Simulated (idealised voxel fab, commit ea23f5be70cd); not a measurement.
Process module under the name voxel released beams
Section cut is 210 nm wide and gridded with 5 nm square cells.
We lay out every cross-section as a grid of square cells and spell it out in bands from the top down, where one band means one or more rows of cells. What a band's entry tells you: where the top is and where the bottom is, as heights in nm, and after that what lies inside, material by material from left to right, each with its width in nm. Empty space is written as the word "empty", and a single material marked with the word "everywhere" occupies the band from edge to edge. Below 0: as-received wafer, all one material; heights counted from there. Lowest band: no bottom, goes on down, written "0 -> down". You'd read "30..40" like this: the band's top row of cells is as wide as the first number, its bottom row is as wide as the second, and going down, every row changes width by the same amount as the row before did. "no change" means the step left every cell of the cross-section as it was. Closed-off voids of 8+ cells (no open route to the top) go in "Completely enclosed voids", written width x height at distance from the left edge, in nm. What comes after the settings on a step's line is commentary from the simulator itself on that step. When a step includes a mask, the "overlay nm" setting on its line states how far to the right of its planned place that mask lay, and negative values state how far to the left.

Planned process steps:
- 1: RECEIVE | material Si
- 2: CONFORMAL_DEP | material SiN | thk nm 5
- 3: DIRECTIONAL_DEP | material SiO2 | thk nm 10
- 4: DIRECTIONAL_DEP | material aC | thk nm 15
- 5: PATTERN | tone open | mask id ANCHOR | material resist | width nm 35 | thk nm 35 | overlay nm 0
- 6: DIRECTIONAL_ETCH | etch materials aC | depth nm 15
- 7: STRIP | etch materials resist
- 8: DIRECTIONAL_ETCH | etch materials SiO2 | depth nm 10
- 9: STRIP | etch materials aC
- 10: CONFORMAL_DEP | material W | thk nm 15
- 11: DIRECTIONAL_DEP | material aC | thk nm 15
- 12: PATTERN | tone cover | mask id BEAM | material resist | width nm 120 | thk nm 30 | overlay nm 0
- 13: DIRECTIONAL_ETCH | etch materials aC | depth nm 15
- 14: STRIP | etch materials resist
- 15: DIRECTIONAL_ETCH | etch materials W | depth nm 15
- 16: STRIP | etch materials aC
- 17: STRIP | etch materials SiO2

Wafer as received: cross-section following step 1:
  0 -> down = Si everywhere
  Completely enclosed voids: none

Module complete - cross-section of the first of two wafers, run according to plan:
  30 -> 20 = empty 40 | W 20 | empty 5 | W 95 | empty 50
  20 -> 15 = empty 40 | W 120 | empty 50
  15 -> 5 = empty 45 | W 35 | empty 130
  5 -> 0 = SiN everywhere
  0 -> down = Si everywhere
  Completely enclosed voids: none

What the second wafer looks like in cross-section once the module is done. Its start and its plan matched the first wafer's exactly; what differed was one mistake in how it was run:
  25 -> 15 = empty 40 | W 20 | empty 5 | W 95 | empty 50
  15 -> 10 = empty 40 | W 120 | empty 50
  10 -> 0 = empty 45 | W 35 | empty 130
  0 -> down = Si everywhere
  Completely enclosed voids: none
Diagnosis: execution of step 2 of the plan did not take place, the step having been omitted
Final difference in cells, second wafer against first, listed per material as more or fewer: -42 SiN
